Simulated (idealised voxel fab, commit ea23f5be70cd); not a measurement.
process module | voxel wiring stack
cross-section cut | 220 nm wide | cells 5 nm
A cross-section is a grid of square cells, given in bands from the top down. A band is one or more rows of cells.
Each band's line starts with the height of the band's top and of its bottom, in nm. Then come its materials from left to right, each with its width in nm. One material with "throughout" fills the band from edge to edge. "air" is empty space.
Height 0 is the level under which the wafer as received is all one material. The lowest band goes on downwards, as in "0 down".
A width such as "30 to 40" changes by the same amount from each row of cells to the next, from the band's top row to its bottom row.
"no change" after a step means that no cell of the cross-section changed.
closed voids: empty space of 8 cells or more with no open way to the top, each as width x height at its distance from the left edge, in nm
after a step's settings: what the simulator itself notes on the step
overlay nm, on a step with a mask: how far to the right of its planned place the mask lay; to the left if negative
Each pair below shows a cross-section before one step and the cross-section after it, down to the lowest band that changed. The line under each pair gives the step between them, with its settings. The pairs can come from different runs of this module on the same starting wafer, so a pair continues from the pair above only where its "before" says so.
before
  115 to 110: Ru throughout
  110 to 105: TiN 75 | Ru 20 | TiN 25 | Ru 20 | TiN 80
  105 to 90: SiO2 70 | TiN 5 | Ru 20 | TiN 5 | SiO2 15 | TiN 5 | Ru 20 | TiN 5 | SiO2 75
  90 to 85: SiCN 70 | TiN 30 | SiCN 15 | TiN 30 | SiCN 75
  85 to 75: lowk 70 | TiN 5 | W 5 | TiN 5 | lowk 135
  75 to 70: SiCN 70 | TiN 15 | SiCN 135
  70 to 60: lowk 70 | TiN 5 | Ru 5 | TiN 5 | lowk 135
  60 to 55: lowk 70 | TiN 15 | lowk 135
  55 to 40: lowk throughout
  40 to 35: SiCN throughout
  35 to 15: SiO2 65 | SiCN 5 | Ru 30 | SiCN 5 | SiO2 5 | SiCN 5 | Ru 30 | SiCN 5 | SiO2 70
  15 to 10: SiCN 70 | TiN 30 | SiCN 15 | TiN 30 | SiCN 75
  10 to 0: SiO2 throughout
  0 down: Si throughout
  closed voids: none
after
  105 to 90: SiO2 70 | TiN 5 | Ru 20 | TiN 5 | SiO2 15 | TiN 5 | Ru 20 | TiN 5 | SiO2 75
  below 90: unchanged
  closed voids: none
the step between: op CMP | height nm 105
before: the cross-section after the pair above
after
  110 to 105: air 65 | Ru 40 | air 5 | Ru 40 | air 70
  below 105: unchanged
  closed voids: none
the step between: op EPI | material Ru | thk nm 5
before: the cross-section after the pair above
after
  115 to 110: SiCN throughout
  110 to 105: SiCN 65 | Ru 40 | SiCN 5 | Ru 40 | SiCN 70
  below 105: unchanged
  closed voids: none
the step between: op FILL_DEP | material SiCN | thk nm 5
before
  70 to 60: lowk 70 | TiN 5 | Ru 20 | TiN 5 | lowk 15 | TiN 5 | Ru 20 | TiN 5 | lowk 75
  60 to 55: lowk 70 | TiN 5 | Ru 5 | TiN 20 | lowk 15 | TiN 30 | lowk 75
  55 to 40: lowk 70 | TiN 5 | Ru 5 | TiN 5 | lowk 135
  40 to 35: SiCN 70 | TiN 15 | SiCN 135
  35 to 15: SiO2 65 | SiCN 5 | Ru 30 | SiCN 5 | SiO2 5 | SiCN 5 | Ru 30 | SiCN 5 | SiO2 70
  15 to 10: SiCN 70 | TiN 30 | SiCN 15 | TiN 30 | SiCN 75
  10 to 0: SiO2 throughout
  0 down: Si throughout
  closed voids: none
after
  80 to 70: lowk throughout
  below 70: unchanged
  closed voids: none
the step between: op DIRECTIONAL_DEP | material lowk | thk nm 10
before: the cross-section after the pair above
after
  85 to 80: SiCN throughout
  below 80: unchanged
  closed voids: none
the step between: op CONFORMAL_DEP | material SiCN | thk nm 5
before: the cross-section after the pair above
after
  105 to 85: resist 70 | air 15 | resist 135
  below 85: unchanged
  closed voids: none
the step between: op PATTERN | tone open | mask id PLUG_2 | material resist | width nm 15 | thk nm 20 | overlay nm 0
before: the cross-section after the pair above
after
  105 to 85: resist 70 | air 15 | resist 135
  85 to 80: SiCN 70 | air 15 | SiCN 135
  below 80: unchanged
  closed voids: none
the step between: op DIRECTIONAL_ETCH | etch materials SiCN | depth nm 5
before: the cross-section after the pair above
after
  85 to 80: SiCN 70 | air 15 | SiCN 135
  below 80: unchanged
  closed voids: none
the step between: op STRIP | etch materials resist
before: the cross-section after the pair above
after
  90 to 85: TiN 75 | air 5 | TiN 140
  85 to 80: SiCN 70 | TiN 15 | SiCN 135
  below 80: unchanged
  closed voids: none
the step between: op CONFORMAL_DEP | material TiN | thk nm 5
before: the cross-section after the pair above
after
  95 to 90: W throughout
  90 to 85: TiN 75 | W 5 | TiN 140
  below 85: unchanged
  closed voids: none
the step between: op FILL_DEP | material W | thk nm 5
before: the cross-section after the pair above
after
  85 to 80: SiCN 70 | TiN 15 | SiCN 135
  below 80: unchanged
  closed voids: none
the step between: op CMP | height nm 85
before: the cross-section after the pair above
after
  90 to 85: SiCN throughout
  below 85: unchanged
  closed voids: none
the step between: op CONFORMAL_DEP | material SiCN | thk nm 5
before: the cross-section after the pair above
after
  105 to 90: SiO2 throughout
  below 90: unchanged
  closed voids: none
the step between: op DIRECTIONAL_DEP | material SiO2 | thk nm 15
before: the cross-section after the pair above
after
  120 to 105: resist 70 | air 30 | resist 15 | air 30 | resist 75
  below 105: unchanged
  closed voids: none
the step between: op PATTERN | tone open | mask id METAL_3 | material resist | width nm 30 | pitch nm 45 | thk nm 15 | overlay nm 0
before: the cross-section after the pair above
after
  120 to 105: resist 70 | air 30 | resist 15 | air 30 | resist 75
  105 to 90: SiO2 70 | air 30 | SiO2 15 | air 30 | SiO2 75
  below 90: unchanged
  closed voids: none
the step between: op DIRECTIONAL_ETCH | etch materials SiO2 | depth nm 15
before: the cross-section after the pair above
after
  120 to 105: resist 70 | air 30 | resist 15 | air 30 | resist 75
  105 to 90: SiO2 70 | air 30 | SiO2 15 | air 30 | SiO2 75
  90 to 85: SiCN 70 | air 30 | SiCN 15 | air 30 | SiCN 75
  below 85: unchanged
  closed voids: none
the step between: op DIRECTIONAL_ETCH | etch materials SiCN | depth nm 5
before: the cross-section after the pair above
after
  105 to 90: SiO2 70 | air 30 | SiO2 15 | air 30 | SiO2 75
  below 90: unchanged
  closed voids: none
the step between: op STRIP | etch materials resist
before: the cross-section after the pair above
after
  110 to 105: TiN 75 | air 20 | TiN 25 | air 20 | TiN 80
  105 to 90: SiO2 70 | TiN 5 | air 20 | TiN 5 | SiO2 15 | TiN 5 | air 20 | TiN 5 | SiO2 75
  90 to 85: SiCN 70 | TiN 30 | SiCN 15 | TiN 30 | SiCN 75
  below 85: unchanged
  closed voids: none
the step between: op CONFORMAL_DEP | material TiN | thk nm 5
before: the cross-section after the pair above
after
  115 to 110: Ru throughout
  110 to 105: TiN 75 | Ru 20 | TiN 25 | Ru 20 | TiN 80
  105 to 90: SiO2 70 | TiN 5 | Ru 20 | TiN 5 | SiO2 15 | TiN 5 | Ru 20 | TiN 5 | SiO2 75
  below 90: unchanged
  closed voids: none
the step between: op FILL_DEP | material Ru | thk nm 5
before: the cross-section after the pair above
after
  105 to 90: SiO2 70 | TiN 5 | Ru 20 | TiN 5 | SiO2 15 | TiN 5 | Ru 20 | TiN 5 | SiO2 75
  below 90: unchanged
  closed voids: none
the step between: op CMP | height nm 105
before: the cross-section after the pair above
after
  110 to 105: air 65 | Ru 40 | air 5 | Ru 40 | air 70
  below 105: unchanged
  closed voids: none
the step between: op EPI | material Ru | thk nm 5
before: the cross-section after the pair above
after
  115 to 110: SiCN throughout
  110 to 105: SiCN 65 | Ru 40 | SiCN 5 | Ru 40 | SiCN 70
  below 105: unchanged
  closed voids: none
the step between: op FILL_DEP | material SiCN | thk nm 5
before
  70 to 40: lowk 70 | air 15 | lowk 135
  40 to 35: SiCN throughout
  35 to 15: SiO2 65 | SiCN 5 | Ru 30 | SiCN 5 | SiO2 5 | SiCN 5 | Ru 30 | SiCN 5 | SiO2 70
  15 to 10: SiCN 70 | TiN 30 | SiCN 15 | TiN 30 | SiCN 75
  10 to 0: SiO2 throughout
  0 down: Si throughout
  closed voids: none
after
  70 to 50: lowk 70 | air 30 | lowk 15 | air 30 | lowk 75
  below 50: unchanged
  closed voids: none
the step between: op MASKED_ETCH | tone open | mask id METAL_2 | width nm 30 | pitch nm 45 | etch materials lowk | depth nm 20 | overlay nm 0
before: the cross-section after the pair above
after
  70 to 50: lowk 70 | air 30 | lowk 15 | air 30 | lowk 75
  50 to 40: lowk 70 | air 15 | lowk 135
  40 to 35: SiCN 70 | air 15 | SiCN 135
  below 35: unchanged
  closed voids: none
the step between: op MASKED_ETCH | tone open | mask id METAL_2 | width nm 30 | pitch nm 45 | etch materials SiCN | depth nm 5 | overlay nm 0
before: the cross-section after the pair above
after
  75 to 70: TiN 75 | air 20 | TiN 25 | air 20 | TiN 80
  70 to 55: lowk 70 | TiN 5 | air 20 | TiN 5 | lowk 15 | TiN 5 | air 20 | TiN 5 | lowk 75
  55 to 50: lowk 70 | TiN 5 | air 5 | TiN 20 | lowk 15 | TiN 30 | lowk 75
  50 to 40: lowk 70 | TiN 5 | air 5 | TiN 5 | lowk 135
  40 to 35: SiCN 70 | TiN 15 | SiCN 135
  below 35: unchanged
  closed voids: none
the step between: op CONFORMAL_DEP | material TiN | thk nm 5
before: the cross-section after the pair above
after
  85 to 75: Ru throughout
  75 to 70: TiN 75 | Ru 20 | TiN 25 | Ru 20 | TiN 80
  70 to 55: lowk 70 | TiN 5 | Ru 20 | TiN 5 | lowk 15 | TiN 5 | Ru 20 | TiN 5 | lowk 75
  55 to 50: lowk 70 | TiN 5 | Ru 5 | TiN 20 | lowk 15 | TiN 30 | lowk 75
  50 to 40: lowk 70 | TiN 5 | Ru 5 | TiN 5 | lowk 135
  below 40: unchanged
  closed voids: none
the step between: op FILL_DEP | material Ru | thk nm 10
before: the cross-section after the pair above
after
  70 to 55: lowk 70 | TiN 5 | Ru 20 | TiN 5 | lowk 15 | TiN 5 | Ru 20 | TiN 5 | lowk 75
  below 55: unchanged
  closed voids: none
the step between: op CMP | height nm 70
before: the cross-section after the pair above
after
  75 to 70: SiCN throughout
  below 70: unchanged
  closed voids: none
the step between: op CONFORMAL_DEP | material SiCN | thk nm 5
before: the cross-section after the pair above
after
  85 to 75: lowk throughout
  below 75: unchanged
  closed voids: none
the step between: op DIRECTIONAL_DEP | material lowk | thk nm 10
before: the cross-section after the pair above
after
  105 to 85: resist 70 | air 15 | resist 135
  below 85: unchanged
  closed voids: none
the step between: op PATTERN | tone open | mask id PLUG_2 | material resist | width nm 15 | thk nm 20 | overlay nm 0
before: the cross-section after the pair above
after
  105 to 85: resist 70 | air 15 | resist 135
  85 to 75: lowk 70 | air 15 | lowk 135
  below 75: unchanged
  closed voids: none
the step between: op DIRECTIONAL_ETCH | etch materials lowk | depth nm 10
before: the cross-section after the pair above
after
  105 to 85: resist 70 | air 15 | resist 135
  85 to 75: lowk 70 | air 15 | lowk 135
  75 to 70: SiCN 70 | air 15 | SiCN 135
  below 70: unchanged
  closed voids: none
the step between: op DIRECTIONAL_ETCH | etch materials SiCN | depth nm 5
before: the cross-section after the pair above
after
  85 to 75: lowk 70 | air 15 | lowk 135
  below 75: unchanged
  closed voids: none
the step between: op STRIP | etch materials resist
before: the cross-section after the pair above
after
  90 to 85: TiN 75 | air 5 | TiN 140
  85 to 75: lowk 70 | TiN 5 | air 5 | TiN 5 | lowk 135
  75 to 70: SiCN 70 | TiN 15 | SiCN 135
  below 70: unchanged
  closed voids: none
the step between: op CONFORMAL_DEP | material TiN | thk nm 5
before: the cross-section after the pair above
after
  95 to 90: W throughout
  90 to 85: TiN 75 | W 5 | TiN 140
  85 to 75: lowk 70 | TiN 5 | W 5 | TiN 5 | lowk 135
  below 75: unchanged
  closed voids: none
the step between: op FILL_DEP | material W | thk nm 5
before: the cross-section after the pair above
after
  85 to 75: lowk 70 | TiN 5 | W 5 | TiN 5 | lowk 135
  below 75: unchanged
  closed voids: none
the step between: op CMP | height nm 85
before: the cross-section after the pair above
after
  90 to 85: SiCN throughout
  below 85: unchanged
  closed voids: none
the step between: op CONFORMAL_DEP | material SiCN | thk nm 5
before: the cross-section after the pair above
after
  105 to 90: SiO2 throughout
  below 90: unchanged
  closed voids: none
the step between: op DIRECTIONAL_DEP | material SiO2 | thk nm 15
before: the cross-section after the pair above
after
  120 to 105: resist 70 | air 30 | resist 15 | air 30 | resist 75
  below 105: unchanged
  closed voids: none
the step between: op PATTERN | tone open | mask id METAL_3 | material resist | width nm 30 | pitch nm 45 | thk nm 15 | overlay nm 0
before: the cross-section after the pair above
after
  120 to 105: resist 70 | air 30 | resist 15 | air 30 | resist 75
  105 to 90: SiO2 70 | air 30 | SiO2 15 | air 30 | SiO2 75
  below 90: unchanged
  closed voids: none
the step between: op DIRECTIONAL_ETCH | etch materials SiO2 | depth nm 15
before: the cross-section after the pair above
after
  120 to 105: resist 70 | air 30 | resist 15 | air 30 | resist 75
  105 to 90: SiO2 70 | air 30 | SiO2 15 | air 30 | SiO2 75
  90 to 85: SiCN 70 | air 30 | SiCN 15 | air 30 | SiCN 75
  below 85: unchanged
  closed voids: none
the step between: op DIRECTIONAL_ETCH | etch materials SiCN | depth nm 5
before: the cross-section after the pair above
after
  105 to 90: SiO2 70 | air 30 | SiO2 15 | air 30 | SiO2 75
  below 90: unchanged
  closed voids: none
the step between: op STRIP | etch materials resist
before: the cross-section after the pair above
after
  110 to 105: TiN 75 | air 20 | TiN 25 | air 20 | TiN 80
  105 to 90: SiO2 70 | TiN 5 | air 20 | TiN 5 | SiO2 15 | TiN 5 | air 20 | TiN 5 | SiO2 75
  90 to 85: SiCN 70 | TiN 30 | SiCN 15 | TiN 30 | SiCN 75
  below 85: unchanged
  closed voids: none
the step between: op CONFORMAL_DEP | material TiN | thk nm 5
before: the cross-section after the pair above
after
  115 to 110: Ru throughout
  110 to 105: TiN 75 | Ru 20 | TiN 25 | Ru 20 | TiN 80
  105 to 90: SiO2 70 | TiN 5 | Ru 20 | TiN 5 | SiO2 15 | TiN 5 | Ru 20 | TiN 5 | SiO2 75
  below 90: unchanged
  closed voids: none
the step between: op FILL_DEP | material Ru | thk nm 5
before: the cross-section after the pair above
after
  105 to 90: SiO2 70 | TiN 5 | Ru 20 | TiN 5 | SiO2 15 | TiN 5 | Ru 20 | TiN 5 | SiO2 75
  below 90: unchanged
  closed voids: none
the step between: op CMP | height nm 105
before: the cross-section after the pair above
after
  110 to 105: air 65 | Ru 40 | air 5 | Ru 40 | air 70
  below 105: unchanged
  closed voids: none
the step between: op EPI | material Ru | thk nm 5
before: the cross-section after the pair above
after
  115 to 110: SiCN throughout
  110 to 105: SiCN 65 | Ru 40 | SiCN 5 | Ru 40 | SiCN 70
  below 105: unchanged
  closed voids: none
the step between: op FILL_DEP | material SiCN | thk nm 5
before
  45 to 35: aC throughout
  35 to 15: Ru throughout
  15 to 10: TiN throughout
  10 to 0: SiO2 throughout
  0 down: Si throughout
  closed voids: none
after
  75 to 45: air 75 | resist 25 | air 20 | resist 25 | air 75
  below 45: unchanged
  closed voids: none
the step between: op PATTERN | tone cover | mask id METAL_1 | material resist | width nm 25 | pitch nm 45 | thk nm 30 | overlay nm 0
before: the cross-section after the pair above
after
  65 to 45: air 75 | resist 25 | air 20 | resist 25 | air 75
  45 to 35: air 75 | aC 25 | air 20 | aC 25 | air 75
  below 35: unchanged
  closed voids: none
the step between: op DIRECTIONAL_ETCH | etch materials aC | depth nm 10
before: the cross-section after the pair above
after
  45 to 35: air 75 | aC 25 | air 20 | aC 25 | air 75
  below 35: unchanged
  closed voids: none
the step between: op STRIP | etch materials resist
before: the cross-section after the pair above
after
  45 to 35: air 75 | aC 25 | air 20 | aC 25 | air 75
  35 to 15: air 75 | Ru 25 | air 20 | Ru 25 | air 75
  below 15: unchanged
  closed voids: none
the step between: op DIRECTIONAL_ETCH | etch materials Ru | depth nm 20
before: the cross-section after the pair above
after
  45 to 35: air 75 | aC 25 | air 20 | aC 25 | air 75
  35 to 15: air 75 | Ru 25 | air 20 | Ru 25 | air 75
  15 to 10: air 75 | TiN 25 | air 20 | TiN 25 | air 75
  below 10: unchanged
  closed voids: none
the step between: op DIRECTIONAL_ETCH | etch materials TiN | depth nm 5
before: the cross-section after the pair above
after
  35 to 15: air 75 | Ru 25 | air 20 | Ru 25 | air 75
  below 15: unchanged
  closed voids: none
the step between: op STRIP | etch materials aC
before: the cross-section after the pair above
after
  40 to 35: air 70 | SiCN 35 | air 10 | SiCN 35 | air 70
  35 to 15: air 70 | SiCN 5 | Ru 25 | SiCN 5 | air 10 | SiCN 5 | Ru 25 | SiCN 5 | air 70
  15 to 10: SiCN 75 | TiN 25 | SiCN 20 | TiN 25 | SiCN 75
  below 10: unchanged
  closed voids: none
the step between: op CONFORMAL_DEP | material SiCN | thk nm 5
before: the cross-section after the pair above
after
  45 to 40: SiO2 throughout
  40 to 35: SiO2 70 | SiCN 35 | SiO2 10 | SiCN 35 | SiO2 70
  35 to 15: SiO2 70 | SiCN 5 | Ru 25 | SiCN 5 | SiO2 10 | SiCN 5 | Ru 25 | SiCN 5 | SiO2 70
  below 15: unchanged
  closed voids: none
the step between: op FILL_DEP | material SiO2 | thk nm 5
before: the cross-section after the pair above
after
  35 to 15: SiO2 70 | SiCN 5 | Ru 25 | SiCN 5 | SiO2 10 | SiCN 5 | Ru 25 | SiCN 5 | SiO2 70
  below 15: unchanged
  closed voids: none
the step between: op CMP | height nm 35
before: the cross-section after the pair above
after
  40 to 35: SiCN throughout
  below 35: unchanged
  closed voids: none
the step between: op CONFORMAL_DEP | material SiCN | thk nm 5
before: the cross-section after the pair above
after
  70 to 40: lowk throughout
  below 40: unchanged
  closed voids: none
the step between: op DIRECTIONAL_DEP | material lowk | thk nm 30
before: the cross-section after the pair above
after
  80 to 70: aC throughout
  below 70: unchanged
  closed voids: none
the step between: op DIRECTIONAL_DEP | material aC | thk nm 10
before: the cross-section after the pair above
after
  105 to 80: resist 70 | air 15 | resist 135
  below 80: unchanged
  closed voids: none
the step between: op PATTERN | tone open | mask id METAL_2_HOLES | material resist | width nm 15 | thk nm 25 | overlay nm 0
before: the cross-section after the pair above
after
  95 to 80: resist 70 | air 15 | resist 135
  80 to 70: aC 70 | air 15 | aC 135
  below 70: unchanged
  closed voids: none
the step between: op DIRECTIONAL_ETCH | etch materials aC | depth nm 10
before: the cross-section after the pair above
after
  80 to 70: aC 70 | air 15 | aC 135
  below 70: unchanged
  closed voids: none
the step between: op STRIP | etch materials resist
before: the cross-section after the pair above
after
  80 to 70: aC 70 | air 15 | aC 135
  70 to 40: lowk 70 | air 15 | lowk 135
  below 40: unchanged
  closed voids: none
the step between: op DIRECTIONAL_ETCH | etch materials lowk | depth nm 30
before: the cross-section after the pair above
after
  70 to 40: lowk 70 | air 15 | lowk 135
  below 40: unchanged
  closed voids: none
the step between: op STRIP | etch materials aC
before: the cross-section after the pair above
after
  70 to 55: lowk 70 | air 30 | lowk 15 | air 30 | lowk 75
  below 55: unchanged
  closed voids: none
the step between: op MASKED_ETCH | tone open | mask id METAL_2 | width nm 30 | pitch nm 45 | etch materials lowk | depth nm 15 | overlay nm 0
before: the cross-section after the pair above
after
  70 to 55: lowk 70 | air 30 | lowk 15 | air 30 | lowk 75
  55 to 40: lowk 70 | air 15 | lowk 135
  40 to 35: SiCN 70 | air 15 | SiCN 135
  below 35: unchanged
  closed voids: none
the step between: op MASKED_ETCH | tone open | mask id METAL_2 | width nm 30 | pitch nm 45 | etch materials SiCN | depth nm 5 | overlay nm 0
before: the cross-section after the pair above
after
  75 to 70: TiN 75 | air 20 | TiN 25 | air 20 | TiN 80
  70 to 60: lowk 70 | TiN 5 | air 20 | TiN 5 | lowk 15 | TiN 5 | air 20 | TiN 5 | lowk 75
  60 to 55: lowk 70 | TiN 5 | air 5 | TiN 20 | lowk 15 | TiN 30 | lowk 75
  55 to 40: lowk 70 | TiN 5 | air 5 | TiN 5 | lowk 135
  40 to 35: SiCN 70 | TiN 15 | SiCN 135
  below 35: unchanged
  closed voids: none
the step between: op CONFORMAL_DEP | material TiN | thk nm 5
before: the cross-section after the pair above
after
  85 to 75: Ru throughout
  75 to 70: TiN 75 | Ru 20 | TiN 25 | Ru 20 | TiN 80
  70 to 60: lowk 70 | TiN 5 | Ru 20 | TiN 5 | lowk 15 | TiN 5 | Ru 20 | TiN 5 | lowk 75
  60 to 55: lowk 70 | TiN 5 | Ru 5 | TiN 20 | lowk 15 | TiN 30 | lowk 75
  55 to 40: lowk 70 | TiN 5 | Ru 5 | TiN 5 | lowk 135
  below 40: unchanged
  closed voids: none
the step between: op FILL_DEP | material Ru | thk nm 10
before: the cross-section after the pair above
after
  70 to 60: lowk 70 | TiN 5 | Ru 20 | TiN 5 | lowk 15 | TiN 5 | Ru 20 | TiN 5 | lowk 75
  below 60: unchanged
  closed voids: none
the step between: op CMP | height nm 70
before: the cross-section after the pair above
after
  75 to 70: SiCN throughout
  below 70: unchanged
  closed voids: none
the step between: op CONFORMAL_DEP | material SiCN | thk nm 5
before: the cross-section after the pair above
after
  85 to 75: lowk throughout
  below 75: unchanged
  closed voids: none
the step between: op DIRECTIONAL_DEP | material lowk | thk nm 10
before: the cross-section after the pair above
after
  105 to 85: resist 70 | air 15 | resist 135
  below 85: unchanged
  closed voids: none
the step between: op PATTERN | tone open | mask id PLUG_2 | material resist | width nm 15 | thk nm 20 | overlay nm 0
before: the cross-section after the pair above
after
  105 to 85: resist 70 | air 15 | resist 135
  85 to 75: lowk 70 | air 15 | lowk 135
  below 75: unchanged
  closed voids: none
the step between: op DIRECTIONAL_ETCH | etch materials lowk | depth nm 10
before: the cross-section after the pair above
after
  105 to 85: resist 70 | air 15 | resist 135
  85 to 75: lowk 70 | air 15 | lowk 135
  75 to 70: SiCN 70 | air 15 | SiCN 135
  below 70: unchanged
  closed voids: none
the step between: op DIRECTIONAL_ETCH | etch materials SiCN | depth nm 5
before: the cross-section after the pair above
after
  85 to 75: lowk 70 | air 15 | lowk 135
  below 75: unchanged
  closed voids: none
the step between: op STRIP | etch materials resist
before: the cross-section after the pair above
after
  90 to 85: TiN 75 | air 5 | TiN 140
  85 to 75: lowk 70 | TiN 5 | air 5 | TiN 5 | lowk 135
  75 to 70: SiCN 70 | TiN 15 | SiCN 135
  below 70: unchanged
  closed voids: none
the step between: op CONFORMAL_DEP | material TiN | thk nm 5
before: the cross-section after the pair above
after
  95 to 90: W throughout
  90 to 85: TiN 75 | W 5 | TiN 140
  85 to 75: lowk 70 | TiN 5 | W 5 | TiN 5 | lowk 135
  below 75: unchanged
  closed voids: none
the step between: op FILL_DEP | material W | thk nm 5
before: the cross-section after the pair above
after
  85 to 75: lowk 70 | TiN 5 | W 5 | TiN 5 | lowk 135
  below 75: unchanged
  closed voids: none
the step between: op CMP | height nm 85
before: the cross-section after the pair above
after
  90 to 85: SiCN throughout
  below 85: unchanged
  closed voids: none
the step between: op CONFORMAL_DEP | material SiCN | thk nm 5
before: the cross-section after the pair above
after
  105 to 90: SiO2 throughout
  below 90: unchanged
  closed voids: none
the step between: op DIRECTIONAL_DEP | material SiO2 | thk nm 15
before: the cross-section after the pair above
after
  120 to 105: resist 70 | air 30 | resist 15 | air 30 | resist 75
  below 105: unchanged
  closed voids: none
the step between: op PATTERN | tone open | mask id METAL_3 | material resist | width nm 30 | pitch nm 45 | thk nm 15 | overlay nm 0
before: the cross-section after the pair above
after
  120 to 105: resist 70 | air 30 | resist 15 | air 30 | resist 75
  105 to 90: SiO2 70 | air 30 | SiO2 15 | air 30 | SiO2 75
  below 90: unchanged
  closed voids: none
the step between: op DIRECTIONAL_ETCH | etch materials SiO2 | depth nm 15
before: the cross-section after the pair above
after
  120 to 105: resist 70 | air 30 | resist 15 | air 30 | resist 75
  105 to 90: SiO2 70 | air 30 | SiO2 15 | air 30 | SiO2 75
  90 to 85: SiCN 70 | air 30 | SiCN 15 | air 30 | SiCN 75
  below 85: unchanged
  closed voids: none
the step between: op DIRECTIONAL_ETCH | etch materials SiCN | depth nm 5
before: the cross-section after the pair above
after
  105 to 90: SiO2 70 | air 30 | SiO2 15 | air 30 | SiO2 75
  below 90: unchanged
  closed voids: none
the step between: op STRIP | etch materials resist
before: the cross-section after the pair above
after
  110 to 105: TiN 75 | air 20 | TiN 25 | air 20 | TiN 80
  105 to 90: SiO2 70 | TiN 5 | air 20 | TiN 5 | SiO2 15 | TiN 5 | air 20 | TiN 5 | SiO2 75
  90 to 85: SiCN 70 | TiN 30 | SiCN 15 | TiN 30 | SiCN 75
  below 85: unchanged
  closed voids: none
the step between: op CONFORMAL_DEP | material TiN | thk nm 5
before: the cross-section after the pair above
after
  115 to 110: Ru throughout
  110 to 105: TiN 75 | Ru 20 | TiN 25 | Ru 20 | TiN 80
  105 to 90: SiO2 70 | TiN 5 | Ru 20 | TiN 5 | SiO2 15 | TiN 5 | Ru 20 | TiN 5 | SiO2 75
  below 90: unchanged
  closed voids: none
the step between: op FILL_DEP | material Ru | thk nm 5
before: the cross-section after the pair above
after
  105 to 90: SiO2 70 | TiN 5 | Ru 20 | TiN 5 | SiO2 15 | TiN 5 | Ru 20 | TiN 5 | SiO2 75
  below 90: unchanged
  closed voids: none
the step between: op CMP | height nm 105
before: the cross-section after the pair above
after
  110 to 105: air 65 | Ru 40 | air 5 | Ru 40 | air 70
  below 105: unchanged
  closed voids: none
the step between: op EPI | material Ru | thk nm 5
before: the cross-section after the pair above
after
  115 to 110: SiCN throughout
  110 to 105: SiCN 65 | Ru 40 | SiCN 5 | Ru 40 | SiCN 70
  below 105: unchanged
  closed voids: none
the step between: op FILL_DEP | material SiCN | thk nm 5
before
  85 to 75: lowk throughout
  75 to 70: SiCN throughout
  70 to 60: lowk 70 | TiN 5 | Ru 20 | TiN 5 | lowk 15 | TiN 5 | Ru 20 | TiN 5 | lowk 75
  60 to 55: lowk 70 | TiN 5 | Ru 5 | TiN 20 | lowk 15 | TiN 30 | lowk 75
  55 to 40: lowk 70 | TiN 5 | Ru 5 | TiN 5 | lowk 135
  40 to 35: SiCN 70 | TiN 15 | SiCN 135
  35 to 15: SiO2 65 | SiCN 5 | Ru 30 | SiCN 5 | SiO2 5 | SiCN 5 | Ru 30 | SiCN 5 | SiO2 70
  15 to 10: SiCN 70 | TiN 30 | SiCN 15 | TiN 30 | SiCN 75
  10 to 0: SiO2 throughout
  0 down: Si throughout
  closed voids: none
after
  105 to 85: resist 80 | air 15 | resist 125
  below 85: unchanged
  closed voids: none
the step between: op PATTERN | tone open | mask id PLUG_2 | material resist | width nm 15 | thk nm 20 | overlay nm 10
before: the cross-section after the pair above
after
  105 to 85: resist 80 | air 15 | resist 125
  85 to 75: lowk 80 | air 15 | lowk 125
  below 75: unchanged
  closed voids: none
the step between: op DIRECTIONAL_ETCH | etch materials lowk | depth nm 10
before: the cross-section after the pair above
after
  105 to 85: resist 80 | air 15 | resist 125
  85 to 75: lowk 80 | air 15 | lowk 125
  75 to 70: SiCN 80 | air 15 | SiCN 125
  below 70: unchanged
  closed voids: none
the step between: op DIRECTIONAL_ETCH | etch materials SiCN | depth nm 5
before: the cross-section after the pair above
after
  85 to 75: lowk 80 | air 15 | lowk 125
  below 75: unchanged
  closed voids: none
the step between: op STRIP | etch materials resist
before: the cross-section after the pair above
after
  90 to 85: TiN 85 | air 5 | TiN 130
  85 to 75: lowk 80 | TiN 5 | air 5 | TiN 5 | lowk 125
  75 to 70: SiCN 80 | TiN 15 | SiCN 125
  below 70: unchanged
  closed voids: none
the step between: op CONFORMAL_DEP | material TiN | thk nm 5
before: the cross-section after the pair above
after
  95 to 90: W throughout
  90 to 85: TiN 85 | W 5 | TiN 130
  85 to 75: lowk 80 | TiN 5 | W 5 | TiN 5 | lowk 125
  below 75: unchanged
  closed voids: none
the step between: op FILL_DEP | material W | thk nm 5
before: the cross-section after the pair above
after
  85 to 75: lowk 80 | TiN 5 | W 5 | TiN 5 | lowk 125
  below 75: unchanged
  closed voids: none
the step between: op CMP | height nm 85
before: the cross-section after the pair above
after
  90 to 85: SiCN throughout
  below 85: unchanged
  closed voids: none
the step between: op CONFORMAL_DEP | material SiCN | thk nm 5
before: the cross-section after the pair above
after
  105 to 90: SiO2 throughout
  below 90: unchanged
  closed voids: none
the step between: op DIRECTIONAL_DEP | material SiO2 | thk nm 15
before: the cross-section after the pair above
after
  120 to 105: resist 70 | air 30 | resist 15 | air 30 | resist 75
  below 105: unchanged
  closed voids: none
the step between: op PATTERN | tone open | mask id METAL_3 | material resist | width nm 30 | pitch nm 45 | thk nm 15 | overlay nm 0
before: the cross-section after the pair above
after
  120 to 105: resist 70 | air 30 | resist 15 | air 30 | resist 75
  105 to 90: SiO2 70 | air 30 | SiO2 15 | air 30 | SiO2 75
  below 90: unchanged
  closed voids: none
the step between: op DIRECTIONAL_ETCH | etch materials SiO2 | depth nm 15
before: the cross-section after the pair above
after
  120 to 105: resist 70 | air 30 | resist 15 | air 30 | resist 75
  105 to 90: SiO2 70 | air 30 | SiO2 15 | air 30 | SiO2 75
  90 to 85: SiCN 70 | air 30 | SiCN 15 | air 30 | SiCN 75
  below 85: unchanged
  closed voids: none
the step between: op DIRECTIONAL_ETCH | etch materials SiCN | depth nm 5
before: the cross-section after the pair above
after
  105 to 90: SiO2 70 | air 30 | SiO2 15 | air 30 | SiO2 75
  below 90: unchanged
  closed voids: none
the step between: op STRIP | etch materials resist
before: the cross-section after the pair above
after
  110 to 105: TiN 75 | air 20 | TiN 25 | air 20 | TiN 80
  105 to 90: SiO2 70 | TiN 5 | air 20 | TiN 5 | SiO2 15 | TiN 5 | air 20 | TiN 5 | SiO2 75
  90 to 85: SiCN 70 | TiN 30 | SiCN 15 | TiN 30 | SiCN 75
  below 85: unchanged
  closed voids: none
the step between: op CONFORMAL_DEP | material TiN | thk nm 5
before: the cross-section after the pair above
after
  115 to 110: Ru throughout
  110 to 105: TiN 75 | Ru 20 | TiN 25 | Ru 20 | TiN 80
  105 to 90: SiO2 70 | TiN 5 | Ru 20 | TiN 5 | SiO2 15 | TiN 5 | Ru 20 | TiN 5 | SiO2 75
  below 90: unchanged
  closed voids: none
the step between: op FILL_DEP | material Ru | thk nm 5
before: the cross-section after the pair above
after
  105 to 90: SiO2 70 | TiN 5 | Ru 20 | TiN 5 | SiO2 15 | TiN 5 | Ru 20 | TiN 5 | SiO2 75
  below 90: unchanged
  closed voids: none
the step between: op CMP | height nm 105
